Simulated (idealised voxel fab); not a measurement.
This is a process module. Its name is voxel ribs on slabs.
Cross-section cut: width 250 nm, square cells of 5 nm.
Bands, listed from the top down, are how a cross-section gets written in this document; the cross-section itself is a grid of square cells, and a band is one or more rows of them. In this notation a band is specified by the heights of its top and bottom, in that order and in nm, after which its materials appear from left to right, each paired with its width in nm. The word "everywhere" attached to a single material means that material fills the band from edge to edge; the word "air" stands for empty space. Where do heights start? At 0: under that level the wafer as delivered is made of one material only. And the lowest band has no floor; it just carries on downward, as in "0 down". Note: "30 to 40" means the width goes from the first number (top row of the band) to the second number (bottom row) in equal steps per row of cells. When a step is marked "nothing altered", none of the cells in the cross-section changed during that step. "Closed void listing" contains a list of empty spaces, each no smaller than 8 cells and without an open way to the top, written in the form width x height at distance with the distance from the left edge and all three in nm. Past the settings on a step's line: simulator remark, on that step. What "overlay nm" on a step's line means: if the step has a mask, that mask lay this far to the right of its planned place, or, when the value is negative, to the left. In what follows, pairs of cross-sections are presented, each taken before and after one process step, with the after cross-section shown only down to the lowest band that was altered; the step, together with its settings, is stated below the pair. The pairs may stem from different runs of this module on the same starting wafer; accordingly, a pair should be taken as continuing from the one above it solely where its entry headed "Pre-step geometry" indicates as much.
Pre-step geometry:
- 0 down = Si everywhere
- Closed void listing: none
Section After Processing:
- 20 to 0 = SiO2 everywhere
- Anything lower than 0 is untouched.
- Closed void listing: none
Between before and after above, the operation and settings are op DIRECTIONAL_DEP | material SiO2 | thk nm 20
Pre-step geometry: equal to the after panel directly above.
Section After Processing:
- 45 to 20 = SiN everywhere
- Anything lower than 20 is untouched.
- Closed void listing: none
Between before and after above, the operation and settings are op DIRECTIONAL_DEP | material SiN | thk nm 25
Pre-step geometry: equal to the after panel directly above.
Section After Processing:
- 60 to 45 = 110 nm air, then 25 nm resist, then 115 nm air
- Anything lower than 45 is untouched.
- Closed void listing: none
Between before and after above, the operation and settings are op PATTERN | tone cover | mask id RIB | material resist | width nm 25 | thk nm 15 | overlay nm 0
Pre-step geometry: equal to the after panel directly above.
Section After Processing:
- 60 to 45 = 110 nm air, then 25 nm resist, then 115 nm air
- 45 to 40 = 110 nm air, then 25 nm SiN, then 115 nm air
- Anything lower than 40 is untouched.
- Closed void listing: none
Between before and after above, the operation and settings are op DIRECTIONAL_ETCH | etch materials SiN | depth nm 5
Pre-step geometry: equal to the after panel directly above.
Section After Processing:
- 45 to 40 = 110 nm air, then 25 nm SiN, then 115 nm air
- Anything lower than 40 is untouched.
- Closed void listing: none
Between before and after above, the operation and settings are op STRIP | etch materials resist
Pre-step geometry: equal to the after panel directly above.
Section After Processing:
- 55 to 50 = 110 nm air, then 25 nm aC, then 115 nm air
- 50 to 45 = aC everywhere
- 45 to 40 = 110 nm aC, then 25 nm SiN, then 115 nm aC
- Anything lower than 40 is untouched.
- Closed void listing: none
Between before and after above, the operation and settings are op DIRECTIONAL_DEP | material aC | thk nm 10
Pre-step geometry: equal to the after panel directly above.
Section After Processing:
- 80 to 55 = 95 nm air, then 55 nm resist, then 100 nm air
- 55 to 50 = 95 nm air, then 15 nm resist, then 25 nm aC, then 15 nm resist, then 100 nm air
- Anything lower than 50 is untouched.
- Closed void listing: none
Between before and after above, the operation and settings are op PATTERN | tone cover | mask id SLAB | material resist | width nm 55 | thk nm 25 | overlay nm 0
Pre-step geometry: equal to the after panel directly above.
Section After Processing:
- 70 to 55 = 95 nm air, then 55 nm resist, then 100 nm air
- 55 to 50 = 95 nm air, then 15 nm resist, then 25 nm aC, then 15 nm resist, then 100 nm air
- 50 to 45 = 95 nm air, then 55 nm aC, then 100 nm air
- 45 to 40 = 95 nm air, then 15 nm aC, then 25 nm SiN, then 15 nm aC, then 100 nm air
- Anything lower than 40 is untouched.
- Closed void listing: none
Between before and after above, the operation and settings are op DIRECTIONAL_ETCH | etch materials aC | depth nm 10
Pre-step geometry: equal to the after panel directly above.
Section After Processing:
- 55 to 45 = 110 to 95 nm air, then 25 to 55 nm aC, then 115 to 100 nm air
- Anything lower than 45 is untouched.
- Closed void listing: none
Between before and after above, the operation and settings are op STRIP | etch materials resist
Pre-step geometry: equal to the after panel directly above.
Section After Processing:
- 55 to 45 = 110 to 95 nm air, then 25 to 55 nm aC, then 115 to 100 nm air
- 45 to 40 = 95 nm air, then 15 nm aC, then 25 nm SiN, then 15 nm aC, then 100 nm air
- 40 to 20 = 95 nm air, then 55 nm SiN, then 100 nm air
- Anything lower than 20 is untouched.
- Closed void listing: none
Between before and after above, the operation and settings are op DIRECTIONAL_ETCH | etch materials SiN | depth nm 20
Pre-step geometry: equal to the after panel directly above.
Section After Processing:
- 45 to 40 = 110 nm air, then 25 nm SiN, then 115 nm air
- Anything lower than 40 is untouched.
- Closed void listing: none
Between before and after above, the operation and settings are op STRIP | etch materials aC
Pre-step geometry: equal to the after panel directly above.
Section After Processing:
- 70 to 45 = SiO2 everywhere
- 45 to 40 = 110 nm SiO2, then 25 nm SiN, then 115 nm SiO2
- 40 to 20 = 95 nm SiO2, then 55 nm SiN, then 100 nm SiO2
- Anything lower than 20 is untouched.
- Closed void listing: none
Between before and after above, the operation and settings are op FILL_DEP | material SiO2 | thk nm 25
Pre-step geometry: equal to the after panel directly above.
Section After Processing:
- 65 to 45 = SiO2 everywhere
- Anything lower than 45 is untouched.
- Closed void listing: none
Between before and after above, the operation and settings are op CMP | height nm 65
Pre-step geometry: equal to the after panel directly above.
Section After Processing:
- 75 to 65 = TiN everywhere
- Anything lower than 65 is untouched.
- Closed void listing: none
Between before and after above, the operation and settings are op DIRECTIONAL_DEP | material TiN | thk nm 10
Pre-step geometry: equal to the after panel directly above.
Section After Processing:
- 90 to 75 = aC everywhere
- Anything lower than 75 is untouched.
- Closed void listing: none
Between before and after above, the operation and settings are op DIRECTIONAL_DEP | material aC | thk nm 15
Pre-step geometry: equal to the after panel directly above.
Section After Processing:
- 125 to 90 = 105 nm air, then 35 nm resist, then 110 nm air
- Anything lower than 90 is untouched.
- Closed void listing: none
Between before and after above, the operation and settings are op PATTERN | tone cover | mask id HEATER | material resist | width nm 35 | thk nm 35 | overlay nm 0
Pre-step geometry: equal to the after panel directly above.
Section After Processing:
- 110 to 90 = 105 nm air, then 35 nm resist, then 110 nm air
- 90 to 75 = 105 nm air, then 35 nm aC, then 110 nm air
- Anything lower than 75 is untouched.
- Closed void listing: none
Between before and after above, the operation and settings are op DIRECTIONAL_ETCH | etch materials aC | depth nm 15
Pre-step geometry: equal to the after panel directly above.
Section After Processing:
- 90 to 75 = 105 nm air, then 35 nm aC, then 110 nm air
- Anything lower than 75 is untouched.
- Closed void listing: none
Between before and after above, the operation and settings are op STRIP | etch materials resist
Pre-step geometry: equal to the after panel directly above.
Section After Processing:
- 90 to 75 = 105 nm air, then 35 nm aC, then 110 nm air
- 75 to 65 = 105 nm air, then 35 nm TiN, then 110 nm air
- Anything lower than 65 is untouched.
- Closed void listing: none
Between before and after above, the operation and settings are op DIRECTIONAL_ETCH | etch materials TiN | depth nm 10
Pre-step geometry: equal to the after panel directly above.
Section After Processing:
- 75 to 65 = 105 nm air, then 35 nm TiN, then 110 nm air
- Anything lower than 65 is untouched.
- Closed void listing: none
Between before and after above, the operation and settings are op STRIP | etch materials aC
Pre-step geometry: equal to the after panel directly above.
Section After Processing:
- 85 to 75 = 95 nm air, then 55 nm SiN, then 100 nm air
- 75 to 65 = 105 nm SiN, then 35 nm TiN, then 110 nm SiN
- Anything lower than 65 is untouched.
- Closed void listing: none
Between before and after above, the operation and settings are op CONFORMAL_DEP | material SiN | thk nm 10
Pre-step geometry:
- 20 to 0 = SiO2 everywhere
- 0 down = Si everywhere
- Closed void listing: none
Section After Processing:
- 40 to 0 = SiO2 everywhere
- Anything lower than 0 is untouched.
- Closed void listing: none
Between before and after above, the operation and settings are op DIRECTIONAL_DEP | material SiO2 | thk nm 20
Pre-step geometry: equal to the after panel directly above.
Section After Processing:
- 65 to 40 = SiN everywhere
- Anything lower than 40 is untouched.
- Closed void listing: none
Between before and after above, the operation and settings are op DIRECTIONAL_DEP | material SiN | thk nm 25
Pre-step geometry: equal to the after panel directly above.
Section After Processing:
- 80 to 65 = 110 nm air, then 25 nm resist, then 115 nm air
- Anything lower than 65 is untouched.
- Closed void listing: none
Between before and after above, the operation and settings are op PATTERN | tone cover | mask id RIB | material resist | width nm 25 | thk nm 15 | overlay nm 0
Pre-step geometry: equal to the after panel directly above.
Section After Processing:
- 80 to 65 = 110 nm air, then 25 nm resist, then 115 nm air
- 65 to 60 = 110 nm air, then 25 nm SiN, then 115 nm air
- Anything lower than 60 is untouched.
- Closed void listing: none
Between before and after above, the operation and settings are op DIRECTIONAL_ETCH | etch materials SiN | depth nm 5
Pre-step geometry: equal to the after panel directly above.
Section After Processing:
- 65 to 60 = 110 nm air, then 25 nm SiN, then 115 nm air
- Anything lower than 60 is untouched.
- Closed void listing: none
Between before and after above, the operation and settings are op STRIP | etch materials resist
Pre-step geometry: equal to the after panel directly above.
Section After Processing:
- 75 to 70 = 110 nm air, then 25 nm aC, then 115 nm air
- 70 to 65 = aC everywhere
- 65 to 60 = 110 nm aC, then 25 nm SiN, then 115 nm aC
- Anything lower than 60 is untouched.
- Closed void listing: none
Between before and after above, the operation and settings are op DIRECTIONAL_DEP | material aC | thk nm 10
Pre-step geometry: equal to the after panel directly above.
Section After Processing:
- 100 to 75 = 95 nm air, then 55 nm resist, then 100 nm air
- 75 to 70 = 95 nm air, then 15 nm resist, then 25 nm aC, then 15 nm resist, then 100 nm air
- Anything lower than 70 is untouched.
- Closed void listing: none
Between before and after above, the operation and settings are op PATTERN | tone cover | mask id SLAB | material resist | width nm 55 | thk nm 25 | overlay nm 0
Pre-step geometry: equal to the after panel directly above.
Section After Processing:
- 90 to 75 = 95 nm air, then 55 nm resist, then 100 nm air
- 75 to 70 = 95 nm air, then 15 nm resist, then 25 nm aC, then 15 nm resist, then 100 nm air
- 70 to 65 = 95 nm air, then 55 nm aC, then 100 nm air
- 65 to 60 = 95 nm air, then 15 nm aC, then 25 nm SiN, then 15 nm aC, then 100 nm air
- Anything lower than 60 is untouched.
- Closed void listing: none
Between before and after above, the operation and settings are op DIRECTIONAL_ETCH | etch materials aC | depth nm 10
Pre-step geometry: equal to the after panel directly above.
Section After Processing:
- 75 to 65 = 110 to 95 nm air, then 25 to 55 nm aC, then 115 to 100 nm air
- Anything lower than 65 is untouched.
- Closed void listing: none
Between before and after above, the operation and settings are op STRIP | etch materials resist
Pre-step geometry: equal to the after panel directly above.
Section After Processing:
- 75 to 65 = 110 to 95 nm air, then 25 to 55 nm aC, then 115 to 100 nm air
- 65 to 60 = 95 nm air, then 15 nm aC, then 25 nm SiN, then 15 nm aC, then 100 nm air
- 60 to 40 = 95 nm air, then 55 nm SiN, then 100 nm air
- Anything lower than 40 is untouched.
- Closed void listing: none
Between before and after above, the operation and settings are op DIRECTIONAL_ETCH | etch materials SiN | depth nm 20
Pre-step geometry: equal to the after panel directly above.
Section After Processing:
- 65 to 60 = 110 nm air, then 25 nm SiN, then 115 nm air
- Anything lower than 60 is untouched.
- Closed void listing: none
Between before and after above, the operation and settings are op STRIP | etch materials aC
Pre-step geometry: equal to the after panel directly above.
Section After Processing:
- 90 to 65 = SiO2 everywhere
- 65 to 60 = 110 nm SiO2, then 25 nm SiN, then 115 nm SiO2
- 60 to 40 = 95 nm SiO2, then 55 nm SiN, then 100 nm SiO2
- Anything lower than 40 is untouched.
- Closed void listing: none
Between before and after above, the operation and settings are op FILL_DEP | material SiO2 | thk nm 25
Pre-step geometry: equal to the after panel directly above.
Section After Processing:
- 65 to 60 = 110 nm SiO2, then 25 nm SiN, then 115 nm SiO2
- Anything lower than 60 is untouched.
- Closed void listing: none
Between before and after above, the operation and settings are op CMP | height nm 65
Pre-step geometry: equal to the after panel directly above.
Section After Processing:
- 75 to 65 = TiN everywhere
- Anything lower than 65 is untouched.
- Closed void listing: none
Between before and after above, the operation and settings are op DIRECTIONAL_DEP | material TiN | thk nm 10
Pre-step geometry: equal to the after panel directly above.
Section After Processing:
- 90 to 75 = aC everywhere
- Anything lower than 75 is untouched.
- Closed void listing: none
Between before and after above, the operation and settings are op DIRECTIONAL_DEP | material aC | thk nm 15
Pre-step geometry: equal to the after panel directly above.
Section After Processing:
- 125 to 90 = 105 nm air, then 35 nm resist, then 110 nm air
- Anything lower than 90 is untouched.
- Closed void listing: none
Between before and after above, the operation and settings are op PATTERN | tone cover | mask id HEATER | material resist | width nm 35 | thk nm 35 | overlay nm 0
Pre-step geometry: equal to the after panel directly above.
Section After Processing:
- 110 to 90 = 105 nm air, then 35 nm resist, then 110 nm air
- 90 to 75 = 105 nm air, then 35 nm aC, then 110 nm air
- Anything lower than 75 is untouched.
- Closed void listing: none
Between before and after above, the operation and settings are op DIRECTIONAL_ETCH | etch materials aC | depth nm 15
Pre-step geometry: equal to the after panel directly above.
Section After Processing:
- 90 to 75 = 105 nm air, then 35 nm aC, then 110 nm air
- Anything lower than 75 is untouched.
- Closed void listing: none
Between before and after above, the operation and settings are op STRIP | etch materials resist
Pre-step geometry: equal to the after panel directly above.
Section After Processing:
- 90 to 75 = 105 nm air, then 35 nm aC, then 110 nm air
- 75 to 65 = 105 nm air, then 35 nm TiN, then 110 nm air
- Anything lower than 65 is untouched.
- Closed void listing: none
Between before and after above, the operation and settings are op DIRECTIONAL_ETCH | etch materials TiN | depth nm 10
Pre-step geometry: equal to the after panel directly above.
Section After Processing:
- 75 to 65 = 105 nm air, then 35 nm TiN, then 110 nm air
- Anything lower than 65 is untouched.
- Closed void listing: none
Between before and after above, the operation and settings are op STRIP | etch materials aC
Pre-step geometry: equal to the after panel directly above.
Section After Processing:
- 85 to 75 = 95 nm air, then 55 nm SiN, then 100 nm air
- 75 to 65 = 105 nm SiN, then 35 nm TiN, then 110 nm SiN
- Anything lower than 65 is untouched.
- Closed void listing: none
Between before and after above, the operation and settings are op CONFORMAL_DEP | material SiN | thk nm 10
Pre-step geometry:
- 60 to 45 = 110 nm air, then 25 nm resist, then 115 nm air
- 45 to 40 = 110 nm air, then 25 nm SiN, then 115 nm air
- 40 to 20 = SiN everywhere
- 20 to 0 = SiO2 everywhere
- 0 down = Si everywhere
- Closed void listing: none
Section After Processing:
- 70 to 60 = 110 nm air, then 25 nm aC, then 115 nm air
- 60 to 50 = 110 nm air, then 25 nm resist, then 115 nm air
- 50 to 45 = 110 nm aC, then 25 nm resist, then 115 nm aC
- 45 to 40 = 110 nm aC, then 25 nm SiN, then 115 nm aC
- Anything lower than 40 is untouched.
- Closed void listing: none
Between before and after above, the operation and settings are op DIRECTIONAL_DEP | material aC | thk nm 10
Pre-step geometry: equal to the after panel directly above.
Section After Processing:
- 50 to 45 = 110 nm aC, then 25 nm air, then 115 nm aC
- Anything lower than 45 is untouched.
- Closed void listing: none
Between before and after above, the operation and settings are op STRIP | etch materials resist
Pre-step geometry: equal to the after panel directly above.
Section After Processing:
- 75 to 50 = 95 nm air, then 55 nm resist, then 100 nm air
- 50 to 45 = 110 nm aC, then 25 nm resist, then 115 nm aC
- Anything lower than 45 is untouched.
- Closed void listing: none
Between before and after above, the operation and settings are op PATTERN | tone cover | mask id SLAB | material resist | width nm 55 | thk nm 25 | overlay nm 0
Pre-step geometry: equal to the after panel directly above.
Section After Processing:
- 65 to 50 = 95 nm air, then 55 nm resist, then 100 nm air
- 50 to 45 = 95 nm air, then 15 nm aC, then 25 nm resist, then 15 nm aC, then 100 nm air
- 45 to 40 = 95 nm air, then 15 nm aC, then 25 nm SiN, then 15 nm aC, then 100 nm air
- Anything lower than 40 is untouched.
- Closed void listing: none
Between before and after above, the operation and settings are op DIRECTIONAL_ETCH | etch materials aC | depth nm 10
Pre-step geometry: equal to the after panel directly above.
Section After Processing:
- 50 to 45 = 95 nm air, then 15 nm aC, then 25 nm air, then 15 nm aC, then 100 nm air
- Anything lower than 45 is untouched.
- Closed void listing: none
Between before and after above, the operation and settings are op STRIP | etch materials resist
Pre-step geometry: equal to the after panel directly above.
Section After Processing:
- 50 to 40 = 95 nm air, then 15 nm aC, then 25 nm air, then 15 nm aC, then 100 nm air
- 40 to 25 = 95 nm air, then 15 nm SiN, then 25 nm air, then 15 nm SiN, then 100 nm air
- 25 to 20 = 95 nm air, then 55 nm SiN, then 100 nm air
- Anything lower than 20 is untouched.
- Closed void listing: none
Between before and after above, the operation and settings are op DIRECTIONAL_ETCH | etch materials SiN | depth nm 20
Pre-step geometry: equal to the after panel directly above.
Section After Processing:
- 40 to 25 = 95 nm air, then 15 nm SiN, then 25 nm air, then 15 nm SiN, then 100 nm air
- Anything lower than 25 is untouched.
- Closed void listing: none
Between before and after above, the operation and settings are op STRIP | etch materials aC
Pre-step geometry: equal to the after panel directly above.
Section After Processing:
- 65 to 40 = SiO2 everywhere
- 40 to 25 = 95 nm SiO2, then 15 nm SiN, then 25 nm SiO2, then 15 nm SiN, then 100 nm SiO2
- 25 to 20 = 95 nm SiO2, then 55 nm SiN, then 100 nm SiO2
- Anything lower than 20 is untouched.
- Closed void listing: none
Between before and after above, the operation and settings are op FILL_DEP | material SiO2 | thk nm 25
Pre-step geometry: equal to the after panel directly above.
Section After Processing:
- 75 to 65 = TiN everywhere
- Anything lower than 65 is untouched.
- Closed void listing: none
Between before and after above, the operation and settings are op DIRECTIONAL_DEP | material TiN | thk nm 10
Pre-step geometry: equal to the after panel directly above.
Section After Processing:
- 90 to 75 = aC everywhere
- Anything lower than 75 is untouched.
- Closed void listing: none
Between before and after above, the operation and settings are op DIRECTIONAL_DEP | material aC | thk nm 15
Pre-step geometry: equal to the after panel directly above.
Section After Processing:
- 125 to 90 = 105 nm air, then 35 nm resist, then 110 nm air
- Anything lower than 90 is untouched.
- Closed void listing: none
Between before and after above, the operation and settings are op PATTERN | tone cover | mask id HEATER | material resist | width nm 35 | thk nm 35 | overlay nm 0
Pre-step geometry: equal to the after panel directly above.
Section After Processing:
- 110 to 90 = 105 nm air, then 35 nm resist, then 110 nm air
- 90 to 75 = 105 nm air, then 35 nm aC, then 110 nm air
- Anything lower than 75 is untouched.
- Closed void listing: none
Between before and after above, the operation and settings are op DIRECTIONAL_ETCH | etch materials aC | depth nm 15
Pre-step geometry: equal to the after panel directly above.
Section After Processing:
- 90 to 75 = 105 nm air, then 35 nm aC, then 110 nm air
- Anything lower than 75 is untouched.
- Closed void listing: none
Between before and after above, the operation and settings are op STRIP | etch materials resist
Pre-step geometry: equal to the after panel directly above.
Section After Processing:
- 90 to 75 = 105 nm air, then 35 nm aC, then 110 nm air
- 75 to 65 = 105 nm air, then 35 nm TiN, then 110 nm air
- Anything lower than 65 is untouched.
- Closed void listing: none
Between before and after above, the operation and settings are op DIRECTIONAL_ETCH | etch materials TiN | depth nm 10
Pre-step geometry: equal to the after panel directly above.
Section After Processing:
- 75 to 65 = 105 nm air, then 35 nm TiN, then 110 nm air
- Anything lower than 65 is untouched.
- Closed void listing: none
Between before and after above, the operation and settings are op STRIP | etch materials aC
Pre-step geometry: equal to the after panel directly above.
Section After Processing:
- 85 to 75 = 95 nm air, then 55 nm SiN, then 100 nm air
- 75 to 65 = 105 nm SiN, then 35 nm TiN, then 110 nm SiN
- Anything lower than 65 is untouched.
- Closed void listing: none
Between before and after above, the operation and settings are op CONFORMAL_DEP | material SiN | thk nm 10
Pre-step geometry:
- 70 to 45 = SiO2 everywhere
- 45 to 40 = 110 nm SiO2, then 25 nm SiN, then 115 nm SiO2
- 40 to 20 = 95 nm SiO2, then 55 nm SiN, then 100 nm SiO2
- 20 to 0 = SiO2 everywhere
- 0 down = Si everywhere
- Closed void listing: none
Section After Processing:
- 55 to 45 = SiO2 everywhere
- Anything lower than 45 is untouched.
- Closed void listing: none
Between before and after above, the operation and settings are op CMP | height nm 55
Pre-step geometry: equal to the after panel directly above.
Section After Processing:
- 65 to 55 = TiN everywhere
- Anything lower than 55 is untouched.
- Closed void listing: none
Between before and after above, the operation and settings are op DIRECTIONAL_DEP | material TiN | thk nm 10
Pre-step geometry: equal to the after panel directly above.
Section After Processing:
- 80 to 65 = aC everywhere
- Anything lower than 65 is untouched.
- Closed void listing: none
Between before and after above, the operation and settings are op DIRECTIONAL_DEP | material aC | thk nm 15
Pre-step geometry: equal to the after panel directly above.
Section After Processing:
- 115 to 80 = 105 nm air, then 35 nm resist, then 110 nm air
- Anything lower than 80 is untouched.
- Closed void listing: none
Between before and after above, the operation and settings are op PATTERN | tone cover | mask id HEATER | material resist | width nm 35 | thk nm 35 | overlay nm 0
Pre-step geometry: equal to the after panel directly above.
Section After Processing:
- 100 to 80 = 105 nm air, then 35 nm resist, then 110 nm air
- 80 to 65 = 105 nm air, then 35 nm aC, then 110 nm air
- Anything lower than 65 is untouched.
- Closed void listing: none
Between before and after above, the operation and settings are op DIRECTIONAL_ETCH | etch materials aC | depth nm 15
Pre-step geometry: equal to the after panel directly above.
Section After Processing:
- 80 to 65 = 105 nm air, then 35 nm aC, then 110 nm air
- Anything lower than 65 is untouched.
- Closed void listing: none
Between before and after above, the operation and settings are op STRIP | etch materials resist
Pre-step geometry: equal to the after panel directly above.
Section After Processing:
- 80 to 65 = 105 nm air, then 35 nm aC, then 110 nm air
- 65 to 55 = 105 nm air, then 35 nm TiN, then 110 nm air
- Anything lower than 55 is untouched.
- Closed void listing: none
Between before and after above, the operation and settings are op DIRECTIONAL_ETCH | etch materials TiN | depth nm 10
Pre-step geometry: equal to the after panel directly above.
Section After Processing:
- 65 to 55 = 105 nm air, then 35 nm TiN, then 110 nm air
- Anything lower than 55 is untouched.
- Closed void listing: none
Between before and after above, the operation and settings are op STRIP | etch materials aC
Pre-step geometry: equal to the after panel directly above.
Section After Processing:
- 75 to 65 = 95 nm air, then 55 nm SiN, then 100 nm air
- 65 to 55 = 105 nm SiN, then 35 nm TiN, then 110 nm SiN
- Anything lower than 55 is untouched.
- Closed void listing: none
Between before and after above, the operation and settings are op CONFORMAL_DEP | material SiN | thk nm 10
Pre-step geometry:
- 45 to 20 = SiN everywhere
- 20 to 0 = SiO2 everywhere
- 0 down = Si everywhere
- Closed void listing: none
Section After Processing:
- 60 to 45 = 105 nm air, then 35 nm resist, then 110 nm air
- Anything lower than 45 is untouched.
- Closed void listing: none
Between before and after above, the operation and settings are op PATTERN | tone cover | mask id RIB | material resist | width nm 35 | thk nm 15 | overlay nm 0
Pre-step geometry: equal to the after panel directly above.
Section After Processing:
- 60 to 45 = 105 nm air, then 35 nm resist, then 110 nm air
- 45 to 40 = 105 nm air, then 35 nm SiN, then 110 nm air
- Anything lower than 40 is untouched.
- Closed void listing: none
Between before and after above, the operation and settings are op DIRECTIONAL_ETCH | etch materials SiN | depth nm 5
Pre-step geometry: equal to the after panel directly above.
Section After Processing:
- 45 to 40 = 105 nm air, then 35 nm SiN, then 110 nm air
- Anything lower than 40 is untouched.
- Closed void listing: none
Between before and after above, the operation and settings are op STRIP | etch materials resist
Pre-step geometry: equal to the after panel directly above.
Section After Processing:
- 55 to 50 = 105 nm air, then 35 nm aC, then 110 nm air
- 50 to 45 = aC everywhere
- 45 to 40 = 105 nm aC, then 35 nm SiN, then 110 nm aC
- Anything lower than 40 is untouched.
- Closed void listing: none
Between before and after above, the operation and settings are op DIRECTIONAL_DEP | material aC | thk nm 10
Pre-step geometry: equal to the after panel directly above.
Section After Processing:
- 80 to 55 = 95 nm air, then 55 nm resist, then 100 nm air
- 55 to 50 = 95 nm air, then 10 nm resist, then 35 nm aC, then 10 nm resist, then 100 nm air
- Anything lower than 50 is untouched.
- Closed void listing: none
Between before and after above, the operation and settings are op PATTERN | tone cover | mask id SLAB | material resist | width nm 55 | thk nm 25 | overlay nm 0
Pre-step geometry: equal to the after panel directly above.
Section After Processing:
- 70 to 55 = 95 nm air, then 55 nm resist, then 100 nm air
- 55 to 50 = 95 nm air, then 10 nm resist, then 35 nm aC, then 10 nm resist, then 100 nm air
- 50 to 45 = 95 nm air, then 55 nm aC, then 100 nm air
- 45 to 40 = 95 nm air, then 10 nm aC, then 35 nm SiN, then 10 nm aC, then 100 nm air
- Anything lower than 40 is untouched.
- Closed void listing: none
Between before and after above, the operation and settings are op DIRECTIONAL_ETCH | etch materials aC | depth nm 10
Pre-step geometry: equal to the after panel directly above.
Section After Processing:
- 55 to 45 = 105 to 95 nm air, then 35 to 55 nm aC, then 110 to 100 nm air
- Anything lower than 45 is untouched.
- Closed void listing: none
Between before and after above, the operation and settings are op STRIP | etch materials resist
Pre-step geometry: equal to the after panel directly above.
Section After Processing:
- 55 to 45 = 105 to 95 nm air, then 35 to 55 nm aC, then 110 to 100 nm air
- 45 to 40 = 95 nm air, then 10 nm aC, then 35 nm SiN, then 10 nm aC, then 100 nm air
- 40 to 20 = 95 nm air, then 55 nm SiN, then 100 nm air
- Anything lower than 20 is untouched.
- Closed void listing: none
Between before and after above, the operation and settings are op DIRECTIONAL_ETCH | etch materials SiN | depth nm 20
Pre-step geometry: equal to the after panel directly above.
Section After Processing:
- 45 to 40 = 105 nm air, then 35 nm SiN, then 110 nm air
- Anything lower than 40 is untouched.
- Closed void listing: none
Between before and after above, the operation and settings are op STRIP | etch materials aC
Pre-step geometry: equal to the after panel directly above.
Section After Processing:
- 70 to 45 = SiO2 everywhere
- 45 to 40 = 105 nm SiO2, then 35 nm SiN, then 110 nm SiO2
- 40 to 20 = 95 nm SiO2, then 55 nm SiN, then 100 nm SiO2
- Anything lower than 20 is untouched.
- Closed void listing: none
Between before and after above, the operation and settings are op FILL_DEP | material SiO2 | thk nm 25
Pre-step geometry: equal to the after panel directly above.
Section After Processing:
- 65 to 45 = SiO2 everywhere
- Anything lower than 45 is untouched.
- Closed void listing: none
Between before and after above, the operation and settings are op CMP | height nm 65
Pre-step geometry: equal to the after panel directly above.
Section After Processing:
- 75 to 65 = TiN everywhere
- Anything lower than 65 is untouched.
- Closed void listing: none
Between before and after above, the operation and settings are op DIRECTIONAL_DEP | material TiN | thk nm 10
Pre-step geometry: equal to the after panel directly above.
Section After Processing:
- 90 to 75 = aC everywhere
- Anything lower than 75 is untouched.
- Closed void listing: none
Between before and after above, the operation and settings are op DIRECTIONAL_DEP | material aC | thk nm 15
Pre-step geometry: equal to the after panel directly above.
Section After Processing:
- 125 to 90 = 105 nm air, then 35 nm resist, then 110 nm air
- Anything lower than 90 is untouched.
- Closed void listing: none
Between before and after above, the operation and settings are op PATTERN | tone cover | mask id HEATER | material resist | width nm 35 | thk nm 35 | overlay nm 0
Pre-step geometry: equal to the after panel directly above.
Section After Processing:
- 110 to 90 = 105 nm air, then 35 nm resist, then 110 nm air
- 90 to 75 = 105 nm air, then 35 nm aC, then 110 nm air
- Anything lower than 75 is untouched.
- Closed void listing: none
Between before and after above, the operation and settings are op DIRECTIONAL_ETCH | etch materials aC | depth nm 15
Pre-step geometry: equal to the after panel directly above.
Section After Processing:
- 90 to 75 = 105 nm air, then 35 nm aC, then 110 nm air
- Anything lower than 75 is untouched.
- Closed void listing: none
Between before and after above, the operation and settings are op STRIP | etch materials resist
Pre-step geometry: equal to the after panel directly above.
Section After Processing:
- 90 to 75 = 105 nm air, then 35 nm aC, then 110 nm air
- 75 to 65 = 105 nm air, then 35 nm TiN, then 110 nm air
- Anything lower than 65 is untouched.
- Closed void listing: none
Between before and after above, the operation and settings are op DIRECTIONAL_ETCH | etch materials TiN | depth nm 10
Pre-step geometry: equal to the after panel directly above.
Section After Processing:
- 75 to 65 = 105 nm air, then 35 nm TiN, then 110 nm air
- Anything lower than 65 is untouched.
- Closed void listing: none
Between before and after above, the operation and settings are op STRIP | etch materials aC
Pre-step geometry: equal to the after panel directly above.
Section After Processing:
- 85 to 75 = 95 nm air, then 55 nm SiN, then 100 nm air
- 75 to 65 = 105 nm SiN, then 35 nm TiN, then 110 nm SiN
- Anything lower than 65 is untouched.
- Closed void listing: none
Between before and after above, the operation and settings are op CONFORMAL_DEP | material SiN | thk nm 10
Pre-step geometry:
- 90 to 75 = aC everywhere
- 75 to 65 = TiN everywhere
- 65 to 45 = SiO2 everywhere
- 45 to 40 = 110 nm SiO2, then 25 nm SiN, then 115 nm SiO2
- 40 to 20 = 95 nm SiO2, then 55 nm SiN, then 100 nm SiO2
- 20 to 0 = SiO2 everywhere
- 0 down = Si everywhere
- Closed void listing: none
Section After Processing:
- 125 to 90 = 95 nm air, then 35 nm resist, then 120 nm air
- Anything lower than 90 is untouched.
- Closed void listing: none
Between before and after above, the operation and settings are op PATTERN | tone cover | mask id HEATER | material resist | width nm 35 | thk nm 35 | overlay nm -10
Pre-step geometry: equal to the after panel directly above.
Section After Processing:
- 110 to 90 = 95 nm air, then 35 nm resist, then 120 nm air
- 90 to 75 = 95 nm air, then 35 nm aC, then 120 nm air
- Anything lower than 75 is untouched.
- Closed void listing: none
Between before and after above, the operation and settings are op DIRECTIONAL_ETCH | etch materials aC | depth nm 15
Pre-step geometry: equal to the after panel directly above.
Section After Processing:
- 90 to 75 = 95 nm air, then 35 nm aC, then 120 nm air
- Anything lower than 75 is untouched.
- Closed void listing: none
Between before and after above, the operation and settings are op STRIP | etch materials resist
Pre-step geometry: equal to the after panel directly above.
Section After Processing:
- 90 to 75 = 95 nm air, then 35 nm aC, then 120 nm air
- 75 to 65 = 95 nm air, then 35 nm TiN, then 120 nm air
- Anything lower than 65 is untouched.
- Closed void listing: none
Between before and after above, the operation and settings are op DIRECTIONAL_ETCH | etch materials TiN | depth nm 10
Pre-step geometry: equal to the after panel directly above.
Section After Processing:
- 75 to 65 = 95 nm air, then 35 nm TiN, then 120 nm air
- Anything lower than 65 is untouched.
- Closed void listing: none
Between before and after above, the operation and settings are op STRIP | etch materials aC
Pre-step geometry: equal to the after panel directly above.
Section After Processing:
- 85 to 75 = 85 nm air, then 55 nm SiN, then 110 nm air
- 75 to 65 = 95 nm SiN, then 35 nm TiN, then 120 nm SiN
- Anything lower than 65 is untouched.
- Closed void listing: none
Between before and after above, the operation and settings are op CONFORMAL_DEP | material SiN | thk nm 10
